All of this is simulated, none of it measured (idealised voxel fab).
Process module, titled voxel gate over fins
Xsec cut, 140 nm wide, square cell size 5 nm.
Format of a cross-section: grid, square cells. Given as bands. Order: top down. Band: one or more rows of cells.
Per band: top height and bottom height in nm, followed by the left-to-right materials and their widths in nm; "full width" marks a single material spanning edge to edge, "empty" marks empty space.
Height datum 0, below which the as-received substrate wafer is one material. Lowest band open at the bottom, running downward: "top 0, no bottom".
Note: "30..40" means the width goes from the first number (top row of the band) to the second number (bottom row) in equal steps per row of cells.
Step marked "nothing got changed"? Then no cell in the cross-section changed in it.
The entry "Entrapped void list" lists the empty spaces that cover at least 8 cells and have no open path to the top. Each is written as width x height at distance, where the distance is measured from the left edge and all three values are in nm.
That trailing text on a step's line, after the settings, is the simulator's own remark on the step.
overlay nm: right-of-plan distance of the mask on a masked step; negative values mean left-of-plan.
Steps in the process plan
1. RECEIVE: material Si
2. CONFORMAL_DEP: material SiN, thk nm 10
3. DIRECTIONAL_DEP: material aC, thk nm 10
4. PATTERN: tone cover, mask id FINS, material resist, width nm 15, pitch nm 55, thk nm 25, overlay nm 0
5. DIRECTIONAL_ETCH: etch materials aC, depth nm 10
6. STRIP: etch materials resist
7. DIRECTIONAL_ETCH: etch materials SiN, depth nm 10
8. DIRECTIONAL_ETCH: etch materials Si, depth nm 35
9. STRIP: etch materials aC
10. OXIDIZE: depth nm 5
11. FILL_DEP: material SiO2, thk nm 10
12. CMP: height nm 10
13. DIRECTIONAL_DEP: material aC, thk nm 15
14. PATTERN: tone open, mask id RAIL, material resist, width nm 15, thk nm 30, overlay nm 0
15. DIRECTIONAL_ETCH: etch materials aC, depth nm 15
16. STRIP: etch materials resist
17. DIRECTIONAL_ETCH: etch materials SiO2, depth nm 40
18. STRIP: etch materials aC
19. CONFORMAL_DEP: material TiN, thk nm 5
20. FILL_DEP: material Ru, thk nm 10
21. CMP: height nm 10
22. SELECTIVE_ETCH: etch materials W Ru TiN, depth nm 25
23. FILL_DEP: material SiO2, thk nm 5
24. CMP: height nm 10
25. SELECTIVE_ETCH: etch materials SiO2, depth nm 20
26. STRIP: etch materials SiN
27. CONFORMAL_DEP: material HfO2, thk nm 5
28. CONFORMAL_DEP: material TiN, thk nm 5
29. CONFORMAL_DEP: material TiAl, thk nm 5
30. CONFORMAL_DEP: material TiN, thk nm 5
31. FILL_DEP: material W, thk nm 15
32. CMP: height nm 30
33. CONFORMAL_DEP: material SiCN, thk nm 10
Wafer cross-section on receipt, i.e. after step 1
top 0, no bottom = Si full width
Entrapped void list: none
The module was run from the start shown above using the plan shown above, but one mistake was made doing it; the resulting wafer cross-section is below
top 40, bottom 30 = SiCN full width
top 30, bottom 20 = W full width
top 20, bottom 15 = W: 20, TiN: 45, W: 10, TiN: 45, W: 20
top 15, bottom 10 = W: 20, TiN: 5, TiAl: 35, TiN: 5, W: 10, TiN: 5, TiAl: 35, TiN: 5, W: 20
top 10, bottom 5 = TiN: 25, TiAl: 5, TiN: 25, TiAl: 5, TiN: 20, TiAl: 5, TiN: 25, TiAl: 5, TiN: 25
top 5, bottom 0 = TiAl: 30, TiN: 5, HfO2: 15, TiN: 5, TiAl: 30, TiN: 5, HfO2: 15, TiN: 5, TiAl: 30
top 0, bottom -5 = TiN: 35, HfO2: 5, Si: 5, HfO2: 5, TiN: 40, HfO2: 5, Si: 5, HfO2: 5, TiN: 35
top -5, bottom -10 = HfO2: 40, Si: 5, HfO2: 50, Si: 5, HfO2: 40
top -10, bottom -15 = SiO2: 40, Si: 5, SiO2: 50, Si: 5, SiO2: 40
top -15, bottom -25 = SiO2: 40, Si: 5, SiO2: 15, TiN: 5, Ru: 5, TiN: 5, SiO2: 20, Si: 5, SiO2: 40
top -25, bottom -30 = SiO2: 40, Si: 5, SiO2: 15, TiN: 15, SiO2: 20, Si: 5, SiO2: 40
top -30, bottom -75 = SiO2: 40, Si: 5, SiO2: 50, Si: 5, SiO2: 40
top -75, no bottom = Si full width
Entrapped void list: none
Finding, execution versus plan: step 8 was run twice
